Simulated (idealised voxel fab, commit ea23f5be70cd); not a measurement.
This section sets out a process module, namely voxel gate over fins.
Cross-section cut spans 220 nm and uses square cells 5 nm in size.
Square cells in a grid make up a cross-section in this document, and the grid is given as bands, listed from the top down, each one or more rows of cells.
What a band's entry tells you: where the top is and where the bottom is, as heights in nm, and after that what lies inside, material by material from left to right, each with its width in nm. Empty space is written as the word "empty", and a single material marked with the word "edge to edge" occupies the band from edge to edge.
Height reference: 0 = level under which incoming wafer is all one material. Lowest band: no bottom, runs on downward, e.g. "0 nm and below".
Width: "30..40" (first number = top row, second number = bottom row, same change from row to row of cells).
Key: "remained the same" - step with no changed cell in the cross-section.
Enclosed voids (no open way to top), threshold 8 cells or more, entry "closed voids", notation width x height at distance, distance from left edge, nm.
On a step's line, text after the settings is the simulator commenting on that step.
overlay nm: right-of-plan distance of the mask on a masked step; negative values mean left-of-plan.
# Steps planned for the process
- 1: RECEIVE (material Si)
- 2: CONFORMAL_DEP (material SiN; thk nm 5)
- 3: DIRECTIONAL_DEP (material aC; thk nm 15)
- 4: PATTERN (tone cover; mask id FINS; material resist; width nm 15; pitch nm 45; thk nm 30; overlay nm 0)
- 5: DIRECTIONAL_ETCH (etch materials aC; depth nm 15)
- 6: STRIP (etch materials resist)
- 7: DIRECTIONAL_ETCH (etch materials SiN; depth nm 5)
- 8: DIRECTIONAL_ETCH (etch materials Si; depth nm 40)
- 9: STRIP (etch materials aC)
- 10: OXIDIZE (depth nm 5)
- 11: FILL_DEP (material SiO2; thk nm 10)
- 12: CMP (height nm 5)
- 13: SELECTIVE_ETCH (etch materials SiO2; depth nm 20)
- 14: STRIP (etch materials SiN)
- 15: CONFORMAL_DEP (material HfO2; thk nm 5)
- 16: CONFORMAL_DEP (material TiN; thk nm 5)
- 17: FILL_DEP (material W; thk nm 15)
- 18: CMP (height nm 20)
- 19: CONFORMAL_DEP (material SiCN; thk nm 5)
# The cross-section here shows the wafer as received, i.e. in its state after step 1
	0 nm and below = Si edge to edge
	closed voids: none
# This is how the wafer looks in cross-section once the module is done, given the starting state and plan above and one mistake in carrying the plan out
	25 nm to 20 nm = SiCN edge to edge
	20 nm to 10 nm = W edge to edge
	10 nm to 5 nm = W 60; TiN 25; W 20; TiN 25; W 20; TiN 25; W 45
	5 nm to 0 nm = W 60; TiN 5; HfO2 15; TiN 5; W 20; TiN 5; HfO2 15; TiN 5; W 20; TiN 5; HfO2 15; TiN 5; W 45
	0 nm to -5 nm = W 60; TiN 5; HfO2 5; Si 5; HfO2 5; TiN 5; W 20; TiN 5; HfO2 5; Si 5; HfO2 5; TiN 5; W 20; TiN 5; HfO2 5; Si 5; HfO2 5; TiN 5; W 45
	-5 nm to -10 nm = TiN 65; HfO2 5; Si 5; HfO2 5; TiN 30; HfO2 5; Si 5; HfO2 5; TiN 30; HfO2 5; Si 5; HfO2 5; TiN 50
	-10 nm to -15 nm = HfO2 70; Si 5; HfO2 40; Si 5; HfO2 40; Si 5; HfO2 55
	-15 nm to -45 nm = SiO2 70; Si 5; SiO2 40; Si 5; SiO2 40; Si 5; SiO2 55
	-45 nm and below = Si edge to edge
	closed voids: none
Deviation noted in wafer processing: step 4 was processed under conditions differing from the plan, specifically as PATTERN (tone cover; mask id FINS; material resist; width nm 15; pitch nm 45; thk nm 30; overlay nm 10)
